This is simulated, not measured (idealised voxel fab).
process module | voxel self aligned vias
cross-section cut | 300 nm wide | cells 5 nm
A cross-section is a grid of square cells, given in bands from the top down. A band is one or more rows of cells.
Each band's line starts with the height of the band's top and of its bottom, in nm. Then come its materials from left to right, each with its width in nm. One material with "throughout" fills the band from edge to edge. "air" is empty space.
Height 0 is the level under which the wafer as received is all one material. The lowest band goes on downwards, as in "0 down".
A width such as "30 to 40" changes by the same amount from each row of cells to the next, from the band's top row to its bottom row.
"no change" after a step means that no cell of the cross-section changed.
closed voids: empty space of 8 cells or more with no open way to the top, each as width x height at its distance from the left edge, in nm
after a step's settings: what the simulator itself notes on the step
overlay nm, on a step with a mask: how far to the right of its planned place the mask lay; to the left if negative
plan
1 op RECEIVE | material Si
2 op CONFORMAL_DEP | material SiO2 | thk nm 15
3 op CONFORMAL_DEP | material SiCN | thk nm 5
4 op DIRECTIONAL_DEP | material lowk | thk nm 30
5 op MASKED_ETCH | tone open | mask id LINES | width nm 20 | pitch nm 65 | etch materials lowk | depth nm 30 | overlay nm 0
6 op CONFORMAL_DEP | material TiN | thk nm 5
7 op FILL_DEP | material W | thk nm 10
8 op CMP | height nm 50
9 op SELECTIVE_ETCH | etch materials W Ru TiN | depth nm 5
10 op FILL_DEP | material SiN | thk nm 10
11 op CMP | height nm 50
12 op DIRECTIONAL_DEP | material lowk | thk nm 15
13 op PATTERN | tone open | mask id VIAS | material resist | width nm 40 | pitch nm 65 | thk nm 15 | overlay nm 0
14 op DIRECTIONAL_ETCH | etch materials lowk | depth nm 15
15 op DIRECTIONAL_ETCH | etch materials SiN | depth nm 5
16 op STRIP | etch materials resist
17 op CONFORMAL_DEP | material TiN | thk nm 5
18 op FILL_DEP | material Cu | thk nm 10
19 op CMP | height nm 65
20 op CONFORMAL_DEP | material SiN | thk nm 5
first wafer, as planned
as received, after step 1
  0 down: Si throughout
  closed voids: none
after step 2
  15 to 0: SiO2 throughout
  below 0: unchanged
after step 3
  20 to 15: SiCN throughout
  below 15: unchanged
after step 4
  50 to 20: lowk throughout
  below 20: unchanged
after step 5
  50 to 20: lowk 75 | air 20 | lowk 45 | air 20 | lowk 45 | air 20 | lowk 75
  below 20: unchanged
after step 6
  55 to 50: TiN 80 | air 10 | TiN 55 | air 10 | TiN 55 | air 10 | TiN 80
  50 to 25: lowk 75 | TiN 5 | air 10 | TiN 5 | lowk 45 | TiN 5 | air 10 | TiN 5 | lowk 45 | TiN 5 | air 10 | TiN 5 | lowk 75
  25 to 20: lowk 75 | TiN 20 | lowk 45 | TiN 20 | lowk 45 | TiN 20 | lowk 75
  below 20: unchanged
after step 7
  65 to 55: W throughout
  55 to 50: TiN 80 | W 10 | TiN 55 | W 10 | TiN 55 | W 10 | TiN 80
  50 to 25: lowk 75 | TiN 5 | W 10 | TiN 5 | lowk 45 | TiN 5 | W 10 | TiN 5 | lowk 45 | TiN 5 | W 10 | TiN 5 | lowk 75
  below 25: unchanged
after step 8
  50 to 25: lowk 75 | TiN 5 | W 10 | TiN 5 | lowk 45 | TiN 5 | W 10 | TiN 5 | lowk 45 | TiN 5 | W 10 | TiN 5 | lowk 75
  below 25: unchanged
after step 9
  50 to 45: lowk 75 | air 20 | lowk 45 | air 20 | lowk 45 | air 20 | lowk 75
  below 45: unchanged
after step 10
  60 to 50: SiN throughout
  50 to 45: lowk 75 | SiN 20 | lowk 45 | SiN 20 | lowk 45 | SiN 20 | lowk 75
  below 45: unchanged
after step 11
  50 to 45: lowk 75 | SiN 20 | lowk 45 | SiN 20 | lowk 45 | SiN 20 | lowk 75
  below 45: unchanged
after step 12
  65 to 50: lowk throughout
  below 50: unchanged
after step 13
  80 to 65: resist 65 | air 40 | resist 25 | air 40 | resist 25 | air 40 | resist 65
  below 65: unchanged
after step 14
  80 to 65: resist 65 | air 40 | resist 25 | air 40 | resist 25 | air 40 | resist 65
  65 to 50: lowk 65 | air 40 | lowk 25 | air 40 | lowk 25 | air 40 | lowk 65
  below 50: unchanged
after step 15
  80 to 65: resist 65 | air 40 | resist 25 | air 40 | resist 25 | air 40 | resist 65
  65 to 50: lowk 65 | air 40 | lowk 25 | air 40 | lowk 25 | air 40 | lowk 65
  50 to 45: lowk 75 | air 20 | lowk 45 | air 20 | lowk 45 | air 20 | lowk 75
  below 45: unchanged
after step 16
  65 to 50: lowk 65 | air 40 | lowk 25 | air 40 | lowk 25 | air 40 | lowk 65
  below 50: unchanged
after step 17
  70 to 65: TiN 70 | air 30 | TiN 35 | air 30 | TiN 35 | air 30 | TiN 70
  65 to 55: lowk 65 | TiN 5 | air 30 | TiN 5 | lowk 25 | TiN 5 | air 30 | TiN 5 | lowk 25 | TiN 5 | air 30 | TiN 5 | lowk 65
  55 to 50: lowk 65 | TiN 15 | air 10 | TiN 15 | lowk 25 | TiN 15 | air 10 | TiN 15 | lowk 25 | TiN 15 | air 10 | TiN 15 | lowk 65
  50 to 45: lowk 75 | TiN 20 | lowk 45 | TiN 20 | lowk 45 | TiN 20 | lowk 75
  below 45: unchanged
after step 18
  80 to 70: Cu throughout
  70 to 65: TiN 70 | Cu 30 | TiN 35 | Cu 30 | TiN 35 | Cu 30 | TiN 70
  65 to 55: lowk 65 | TiN 5 | Cu 30 | TiN 5 | lowk 25 | TiN 5 | Cu 30 | TiN 5 | lowk 25 | TiN 5 | Cu 30 | TiN 5 | lowk 65
  55 to 50: lowk 65 | TiN 15 | Cu 10 | TiN 15 | lowk 25 | TiN 15 | Cu 10 | TiN 15 | lowk 25 | TiN 15 | Cu 10 | TiN 15 | lowk 65
  below 50: unchanged
after step 19
  65 to 55: lowk 65 | TiN 5 | Cu 30 | TiN 5 | lowk 25 | TiN 5 | Cu 30 | TiN 5 | lowk 25 | TiN 5 | Cu 30 | TiN 5 | lowk 65
  below 55: unchanged
after step 20
  70 to 65: SiN throughout
  below 65: unchanged
second wafer: like start, like plan, one mistake. Through step 6 it matches the first wafer
when step 7 should have ended
  65 to 55: Ru throughout
  55 to 50: TiN 80 | Ru 10 | TiN 55 | Ru 10 | TiN 55 | Ru 10 | TiN 80
  50 to 25: lowk 75 | TiN 5 | Ru 10 | TiN 5 | lowk 45 | TiN 5 | Ru 10 | TiN 5 | lowk 45 | TiN 5 | Ru 10 | TiN 5 | lowk 75
  below 25: unchanged
when step 8 should have ended
  50 to 25: lowk 75 | TiN 5 | Ru 10 | TiN 5 | lowk 45 | TiN 5 | Ru 10 | TiN 5 | lowk 45 | TiN 5 | Ru 10 | TiN 5 | lowk 75
  below 25: unchanged
when step 9 should have ended
  50 to 45: lowk 75 | air 20 | lowk 45 | air 20 | lowk 45 | air 20 | lowk 75
  below 45: unchanged
when step 10 should have ended
  60 to 50: SiN throughout
  50 to 45: lowk 75 | SiN 20 | lowk 45 | SiN 20 | lowk 45 | SiN 20 | lowk 75
  below 45: unchanged
when step 11 should have ended
  50 to 45: lowk 75 | SiN 20 | lowk 45 | SiN 20 | lowk 45 | SiN 20 | lowk 75
  below 45: unchanged
when step 12 should have ended
  65 to 50: lowk throughout
  below 50: unchanged
when step 13 should have ended
  80 to 65: resist 65 | air 40 | resist 25 | air 40 | resist 25 | air 40 | resist 65
  below 65: unchanged
when step 14 should have ended
  80 to 65: resist 65 | air 40 | resist 25 | air 40 | resist 25 | air 40 | resist 65
  65 to 50: lowk 65 | air 40 | lowk 25 | air 40 | lowk 25 | air 40 | lowk 65
  below 50: unchanged
when step 15 should have ended
  80 to 65: resist 65 | air 40 | resist 25 | air 40 | resist 25 | air 40 | resist 65
  65 to 50: lowk 65 | air 40 | lowk 25 | air 40 | lowk 25 | air 40 | lowk 65
  50 to 45: lowk 75 | air 20 | lowk 45 | air 20 | lowk 45 | air 20 | lowk 75
  below 45: unchanged
when step 16 should have ended
  65 to 50: lowk 65 | air 40 | lowk 25 | air 40 | lowk 25 | air 40 | lowk 65
  below 50: unchanged
when step 17 should have ended
  70 to 65: TiN 70 | air 30 | TiN 35 | air 30 | TiN 35 | air 30 | TiN 70
  65 to 55: lowk 65 | TiN 5 | air 30 | TiN 5 | lowk 25 | TiN 5 | air 30 | TiN 5 | lowk 25 | TiN 5 | air 30 | TiN 5 | lowk 65
  55 to 50: lowk 65 | TiN 15 | air 10 | TiN 15 | lowk 25 | TiN 15 | air 10 | TiN 15 | lowk 25 | TiN 15 | air 10 | TiN 15 | lowk 65
  50 to 45: lowk 75 | TiN 20 | lowk 45 | TiN 20 | lowk 45 | TiN 20 | lowk 75
  below 45: unchanged
when step 18 should have ended
  80 to 70: Cu throughout
  70 to 65: TiN 70 | Cu 30 | TiN 35 | Cu 30 | TiN 35 | Cu 30 | TiN 70
  65 to 55: lowk 65 | TiN 5 | Cu 30 | TiN 5 | lowk 25 | TiN 5 | Cu 30 | TiN 5 | lowk 25 | TiN 5 | Cu 30 | TiN 5 | lowk 65
  55 to 50: lowk 65 | TiN 15 | Cu 10 | TiN 15 | lowk 25 | TiN 15 | Cu 10 | TiN 15 | lowk 25 | TiN 15 | Cu 10 | TiN 15 | lowk 65
  below 50: unchanged
when step 19 should have ended
  65 to 55: lowk 65 | TiN 5 | Cu 30 | TiN 5 | lowk 25 | TiN 5 | Cu 30 | TiN 5 | lowk 25 | TiN 5 | Cu 30 | TiN 5 | lowk 65
  below 55: unchanged
when step 20 should have ended
  70 to 65: SiN throughout
  below 65: unchanged
what went wrong: step 7 ran as: op FILL_DEP | material Ru | thk nm 10
at the end the second wafer has, in cells: 24 more of Ru | 24 fewer of W
